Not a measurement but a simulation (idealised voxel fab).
Process module under the name voxel transistor to metal
It is cross-section cut that appears here, measuring 170 nm in width, its square cells being 5 nm in size.
A cross-section is written here as square cells arranged in a grid, and it is given in bands from the top down, each band taking up one or more rows of cells. For a band, the entry starts with two heights in nm, that of the top and then that of the bottom, and carries on with the band's materials in order from left to right, each alongside its width in nm; the word "everywhere" beside a single material means it fills the band edge to edge, and "blank" means empty space. Convention: height 0 is the level below which the wafer, as received, is all one material. The lowest band does not terminate at the bottom but continues downward, represented as "0 down". With a width like "30 to 40", each row of cells in the band differs from the next by the same amount, the top row carrying the first number and the bottom row the second. "changes: none" means the step left every cell of the cross-section as it was. What "Enclosed voids" gives you is every empty space of 8 cells or more that is cut off from the top. Each appears as width x height at distance, with the distance taken from the left edge and width, height and distance all in nm. Anything after a step's settings on that line? It's the simulator's own note about the step. You can add "overlay nm" to a step's line. For a step with a mask, it describes how far the mask lay to the right of its planned position, and a negative number describes a lay to the left.

**Steps planned for the process**
1: RECEIVE, material Si
2: CONFORMAL_DEP, material SiO2, thk nm 5
3: CONFORMAL_DEP, material SiN, thk nm 15
4: MASKED_ETCH, tone cover, mask id ACTIVE, width nm 95, etch materials SiN, depth nm 15, overlay nm 0
5: MASKED_ETCH, tone cover, mask id ACTIVE, width nm 95, etch materials SiO2, depth nm 5, overlay nm 0
6: MASKED_ETCH, tone cover, mask id ACTIVE, width nm 95, etch materials Si, depth nm 20, overlay nm 0
7: OXIDIZE, depth nm 5
8: FILL_DEP, material SiO2, thk nm 15
9: CMP, height nm 20
10: SELECTIVE_ETCH, etch materials SiO2, depth nm 10
11: STRIP, etch materials SiN
12: SELECTIVE_ETCH, etch materials SiO2, depth nm 5
13: OXIDIZE, depth nm 5
14: DIRECTIONAL_DEP, material polySi, thk nm 30
15: DIRECTIONAL_DEP, material SiCN, thk nm 5
16: PATTERN, tone cover, mask id GATE, material resist, width nm 15, thk nm 20, overlay nm 0
17: DIRECTIONAL_ETCH, etch materials SiCN, depth nm 20
18: DIRECTIONAL_ETCH, etch materials polySi, depth nm 40
19: STRIP, etch materials resist
20: CONFORMAL_DEP, material SiN, thk nm 10
21: DIRECTIONAL_ETCH, etch materials SiN, depth nm 10
22: DIRECTIONAL_ETCH, etch materials SiO2, depth nm 5
23: DIRECTIONAL_ETCH, etch materials Si, depth nm 5
24: EPI, material pSi, thk nm 10
25: FILL_DEP, material SiO2, thk nm 5
26: CMP, height nm 40
27: DIRECTIONAL_DEP, material SiO2, thk nm 15
28: MASKED_ETCH, tone open, mask id CONTACT, width nm 15, pitch nm 60, etch materials SiO2, depth nm 55, overlay nm 0
29: CONFORMAL_DEP, material TiN, thk nm 5
30: FILL_DEP, material Ru, thk nm 10
31: CMP, height nm 55
32: CONFORMAL_DEP, material SiN, thk nm 5
33: DIRECTIONAL_DEP, material SiO2, thk nm 25
34: PATTERN, tone open, mask id METAL_1, material resist, width nm 15, pitch nm 60, thk nm 15, overlay nm 0
35: DIRECTIONAL_ETCH, etch materials SiO2, depth nm 25
36: DIRECTIONAL_ETCH, etch materials SiN, depth nm 5
37: STRIP, etch materials resist
38: CONFORMAL_DEP, material TiN, thk nm 5
39: FILL_DEP, material Cu, thk nm 5
40: CMP, height nm 85
41: CONFORMAL_DEP, material SiCN, thk nm 5
Among the wafers covered here, the point of difference is the thk nm at step 15; their starting state is shared, and the plan presents the value of the first wafer.

**As-received state after step 1, first of several wafers, cross-section**
> 0 down = Si everywhere
> Enclosed voids: none

**Row per wafer, end-of-module: cell gain (+)/loss (-) by material since the wafer came in, then closed voids**
thk nm 5, +10 Cu, +18 Ru, -112 Si, +37 SiCN, +60 SiN, +485 SiO2, +72 TiN, +24 pSi, +18 polySi, Enclosed voids: none
thk nm 10, +10 Cu, +18 Ru, -112 Si, +40 SiCN, +64 SiN, +478 SiO2, +72 TiN, +24 pSi, +18 polySi, Enclosed voids: none
thk nm 15, +10 Cu, +18 Ru, -112 Si, +40 SiCN, +64 SiN, +478 SiO2, +72 TiN, +24 pSi, +18 polySi, Enclosed voids: none
thk nm 20, +10 Cu, +18 Ru, -112 Si, +40 SiCN, +64 SiN, +478 SiO2, +72 TiN, +24 pSi, +18 polySi, Enclosed voids: none
thk nm 25, +10 Cu, +6 Ru, -102 Si, +71 SiCN, +36 SiN, +343 SiO2, +44 TiN, +204 polySi, Enclosed voids: none
